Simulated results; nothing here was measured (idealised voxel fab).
Process module heading - voxel self aligned vias
FYI the section here is cut, 160 nm wide, cells are 5 nm squares.
Cross-section format: a grid of square cells, given as bands from top to bottom; each band is one or more rows of cells.
Read a band's entry like this: the first values are the height of its top and the height of its bottom in nm, and what follows is the sequence of materials from left to right, each with its width in nm. Note that "air" is empty space, and that a single material marked "all across" reaches across the band from edge to edge.
For the purposes of this specification, 0 denotes the height below which the wafer in its as-received condition is composed wholly of one material, and the lowermost band, lacking a lower limit, extends downward without end, as expressed in "0..down".
Width: "30..40" (first number = top row, second number = bottom row, same change from row to row of cells).
"remained the same" -> step changed no cross-section cell.
Closed-off voids of 8+ cells (no open route to the top) go in "Entrapped void list", written width x height at distance from the left edge, in nm.
On a step's line, text after the settings is the simulator commenting on that step.
What "overlay nm" on a step's line means: if the step has a mask, that mask lay this far to the right of its planned place, or, when the value is negative, to the left.
Below is the list of planned process steps
step 1: op RECEIVE | material Si
step 2: op CONFORMAL_DEP | material SiO2 | thk nm 10
step 3: op CONFORMAL_DEP | material SiCN | thk nm 5
step 4: op DIRECTIONAL_DEP | material SiO2 | thk nm 25
step 5: op PATTERN | tone open | mask id LINES | material resist | width nm 30 | pitch nm 70 | thk nm 20 | overlay nm 0
step 6: op DIRECTIONAL_ETCH | etch materials SiO2 | depth nm 25
step 7: op STRIP | etch materials resist
step 8: op CONFORMAL_DEP | material TiN | thk nm 5
step 9: op FILL_DEP | material W | thk nm 10
step 10: op CMP | height nm 40
step 11: op SELECTIVE_ETCH | etch materials W Ru TiN | depth nm 10
step 12: op FILL_DEP | material SiN | thk nm 5
step 13: op CMP | height nm 40
step 14: op DIRECTIONAL_DEP | material SiO2 | thk nm 15
step 15: op DIRECTIONAL_DEP | material aC | thk nm 10
step 16: op PATTERN | tone open | mask id VIAS | material resist | width nm 40 | thk nm 30 | overlay nm 0
step 17: op DIRECTIONAL_ETCH | etch materials aC | depth nm 10
step 18: op STRIP | etch materials resist
step 19: op DIRECTIONAL_ETCH | etch materials SiO2 | depth nm 15
step 20: op DIRECTIONAL_ETCH | etch materials SiN | depth nm 10
step 21: op STRIP | etch materials aC
step 22: op CONFORMAL_DEP | material TiN | thk nm 5
step 23: op FILL_DEP | material Cu | thk nm 10
step 24: op CMP | height nm 55
step 25: op CONFORMAL_DEP | material SiCN | thk nm 5
Received-state cross-section, reflecting completion of step 1
  0..down  Si all across
  Entrapped void list: none
Wafer cross-section at module end: first of two, run to plan
  60..55  SiCN all across
  55..45  25 nm SiO2, then 5 nm TiN, then 30 nm Cu, then 5 nm TiN, then 95 nm SiO2
  45..40  25 nm SiO2, then 10 nm TiN, then 20 nm Cu, then 10 nm TiN, then 95 nm SiO2
  40..35  30 nm SiO2, then 5 nm TiN, then 20 nm Cu, then 5 nm TiN, then 40 nm SiO2, then 30 nm SiN, then 30 nm SiO2
  35..30  30 nm SiO2, then 30 nm TiN, then 40 nm SiO2, then 30 nm SiN, then 30 nm SiO2
  30..20  30 nm SiO2, then 5 nm TiN, then 20 nm W, then 5 nm TiN, then 40 nm SiO2, then 5 nm TiN, then 20 nm W, then 5 nm TiN, then 30 nm SiO2
  20..15  30 nm SiO2, then 30 nm TiN, then 40 nm SiO2, then 30 nm TiN, then 30 nm SiO2
  15..10  SiCN all across
  10..0  SiO2 all across
  0..down  Si all across
  Entrapped void list: none
Cross-section, second wafer: same start as the first, same plan as the first, one mistake in running it; taken at the end of the module
  60..55  SiCN all across
  55..45  25 nm SiO2, then 5 nm TiN, then 30 nm Cu, then 5 nm TiN, then 95 nm SiO2
  45..40  25 nm SiO2, then 40 nm TiN, then 95 nm SiO2
  40..35  SiCN all across
  35..0  SiO2 all across
  0..down  Si all across
  Entrapped void list: none
Want to know what went wrong? plan steps 3 and 4 run swapped
Per the end-of-run cell counts, the second wafer holds more or fewer of some materials than the first: -8 Cu | -12 SiN | +60 SiO2 | -24 TiN | -16 W
